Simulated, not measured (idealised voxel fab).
process module | voxel air gaps
cross-section cut | 245 nm wide | cells 5 nm
Format of a cross-section: grid, square cells. Given as bands. Order: top down. Band: one or more rows of cells. Heads up on the band format: heights come first, top then bottom, in nm. After that it's the materials left to right, each with its width in nm. A single material flagged "everywhere" fills the whole band edge to edge, and "blank" means there's empty space there. Height is counted from the level 0, under which the received wafer is composed throughout of one material. The lowest of the bands is not closed at the bottom but continues downward, in the notation "0 -> down". Width "30 to 40": first value at the band's top row of cells, second value at its bottom row, equal change from row to row. Step note "no modification" = no cross-section cell changed. Basically, "Catalogued sealed voids" tells you about the enclosed voids: empty spaces with no open way to the top, 8 cells or bigger, each written width x height at distance, where distance is from the left edge, all in nm. Step line, after settings: the simulator's comment on this step. A step line may carry the setting "overlay nm", which, for steps involving a mask, states the distance by which the mask lay to the right of its intended position; negative values denote displacement to the left.
## Steps planned for the process
| 1 | RECEIVE | material Si |
| 2 | CONFORMAL_DEP | material SiO2 | thk nm 10 |
| 3 | CONFORMAL_DEP | material SiCN | thk nm 5 |
| 4 | DIRECTIONAL_DEP | material SiO2 | thk nm 40 |
| 5 | MASKED_ETCH | tone open | mask id LINES | width nm 25 | pitch nm 50 | etch materials SiO2 | depth nm 40 | overlay nm 0 |
| 6 | CONFORMAL_DEP | material TiN | thk nm 5 |
| 7 | FILL_DEP | material W | thk nm 5 |
| 8 | CMP | height nm 55 |
| 9 | EPI | material Ru | thk nm 10 |
| 10 | SELECTIVE_ETCH | etch materials SiO2 | depth nm 50 |
| 11 | CONFORMAL_DEP | material SiCN | thk nm 5 |
## First out of two wafers; run went to plan
## Here's what the wafer looked like in cross-section when it arrived - that's after step 1
* 0 -> down  Si everywhere
* Catalogued sealed voids: none
## Step 2 done - wafer cross-section
* 10 -> 0  SiO2 everywhere
* Anything lower than 0 is untouched.
## Step 3 done - wafer cross-section
* 15 -> 10  SiCN everywhere
* Anything lower than 10 is untouched.
## Step 4 done - wafer cross-section
* 55 -> 15  SiO2 everywhere
* Anything lower than 15 is untouched.
## Step 5 done - wafer cross-section
* 55 -> 15  60 nm SiO2; 25 nm blank; 25 nm SiO2; 25 nm blank; 25 nm SiO2; 25 nm blank; 60 nm SiO2
* Anything lower than 15 is untouched.
## Step 6 done - wafer cross-section
* 60 -> 55  65 nm TiN; 15 nm blank; 35 nm TiN; 15 nm blank; 35 nm TiN; 15 nm blank; 65 nm TiN
* 55 -> 20  60 nm SiO2; 5 nm TiN; 15 nm blank; 5 nm TiN; 25 nm SiO2; 5 nm TiN; 15 nm blank; 5 nm TiN; 25 nm SiO2; 5 nm TiN; 15 nm blank; 5 nm TiN; 60 nm SiO2
* 20 -> 15  60 nm SiO2; 25 nm TiN; 25 nm SiO2; 25 nm TiN; 25 nm SiO2; 25 nm TiN; 60 nm SiO2
* Anything lower than 15 is untouched.
## Step 7 done - wafer cross-section
* 65 -> 60  W everywhere
* 60 -> 55  65 nm TiN; 15 nm W; 35 nm TiN; 15 nm W; 35 nm TiN; 15 nm W; 65 nm TiN
* 55 -> 20  60 nm SiO2; 5 nm TiN; 15 nm W; 5 nm TiN; 25 nm SiO2; 5 nm TiN; 15 nm W; 5 nm TiN; 25 nm SiO2; 5 nm TiN; 15 nm W; 5 nm TiN; 60 nm SiO2
* Anything lower than 20 is untouched.
## Step 8 done - wafer cross-section
* 55 -> 20  60 nm SiO2; 5 nm TiN; 15 nm W; 5 nm TiN; 25 nm SiO2; 5 nm TiN; 15 nm W; 5 nm TiN; 25 nm SiO2; 5 nm TiN; 15 nm W; 5 nm TiN; 60 nm SiO2
* Anything lower than 20 is untouched.
## Step 9 done - wafer cross-section
* 65 -> 55  50 nm blank; 45 nm Ru; 5 nm blank; 45 nm Ru; 5 nm blank; 45 nm Ru; 50 nm blank
* Anything lower than 55 is untouched.
## Step 10 done - wafer cross-section
* 65 -> 55  50 nm blank; 45 nm Ru; 5 nm blank; 45 nm Ru; 5 nm blank; 45 nm Ru; 50 nm blank
* 55 -> 20  60 nm blank; 5 nm TiN; 15 nm W; 5 nm TiN; 25 nm blank; 5 nm TiN; 15 nm W; 5 nm TiN; 25 nm blank; 5 nm TiN; 15 nm W; 5 nm TiN; 60 nm blank
* 20 -> 15  60 nm blank; 25 nm TiN; 25 nm blank; 25 nm TiN; 25 nm blank; 25 nm TiN; 60 nm blank
* Anything lower than 15 is untouched.
## Step 11 done - wafer cross-section
* 70 -> 65  45 nm blank; 155 nm SiCN; 45 nm blank
* 65 -> 55  45 nm blank; 5 nm SiCN; 45 nm Ru; 5 nm SiCN; 45 nm Ru; 5 nm SiCN; 45 nm Ru; 5 nm SiCN; 45 nm blank
* 55 -> 50  45 nm blank; 15 nm SiCN; 5 nm TiN; 15 nm W; 5 nm TiN; 25 nm SiCN; 5 nm TiN; 15 nm W; 5 nm TiN; 25 nm SiCN; 5 nm TiN; 15 nm W; 5 nm TiN; 15 nm SiCN; 45 nm blank
* 50 -> 20  55 nm blank; 5 nm SiCN; 5 nm TiN; 15 nm W; 5 nm TiN; 5 nm SiCN; 15 nm blank; 5 nm SiCN; 5 nm TiN; 15 nm W; 5 nm TiN; 5 nm SiCN; 15 nm blank; 5 nm SiCN; 5 nm TiN; 15 nm W; 5 nm TiN; 5 nm SiCN; 55 nm blank
* 20 -> 15  60 nm SiCN; 25 nm TiN; 25 nm SiCN; 25 nm TiN; 25 nm SiCN; 25 nm TiN; 60 nm SiCN
* Anything lower than 15 is untouched.
* Catalogued sealed voids: 15 x 30 at 90; 15 x 30 at 140
## The second wafer: identical to the first at the outset and in its planned sequence, differing only in that one mistake was made during processing; up to and including step 10, its path is the first wafer's path
## Second wafer: cross-section at the scheduled end of step 11
* 70 -> 55  45 nm blank; 155 nm Ru; 45 nm blank
* 55 -> 50  45 nm blank; 15 nm Ru; 5 nm TiN; 15 nm W; 5 nm TiN; 25 nm Ru; 5 nm TiN; 15 nm W; 5 nm TiN; 25 nm Ru; 5 nm TiN; 15 nm W; 5 nm TiN; 15 nm Ru; 45 nm blank
* 50 -> 20  55 nm blank; 5 nm Ru; 5 nm TiN; 15 nm W; 5 nm TiN; 5 nm Ru; 15 nm blank; 5 nm Ru; 5 nm TiN; 15 nm W; 5 nm TiN; 5 nm Ru; 15 nm blank; 5 nm Ru; 5 nm TiN; 15 nm W; 5 nm TiN; 5 nm Ru; 55 nm blank
* 20 -> 15  60 nm Ru; 25 nm TiN; 25 nm Ru; 25 nm TiN; 25 nm Ru; 25 nm TiN; 60 nm Ru
* Anything lower than 15 is untouched.
* Catalogued sealed voids: 15 x 30 at 90; 15 x 30 at 140
So what did we get wrong on this run? rather than as planned, step 11 actually ran as CONFORMAL_DEP | material Ru | thk nm 5
FYI, end of process, the second wafer has more or fewer cells of some materials than the first: 125 more of Ru, 125 fewer of SiCN
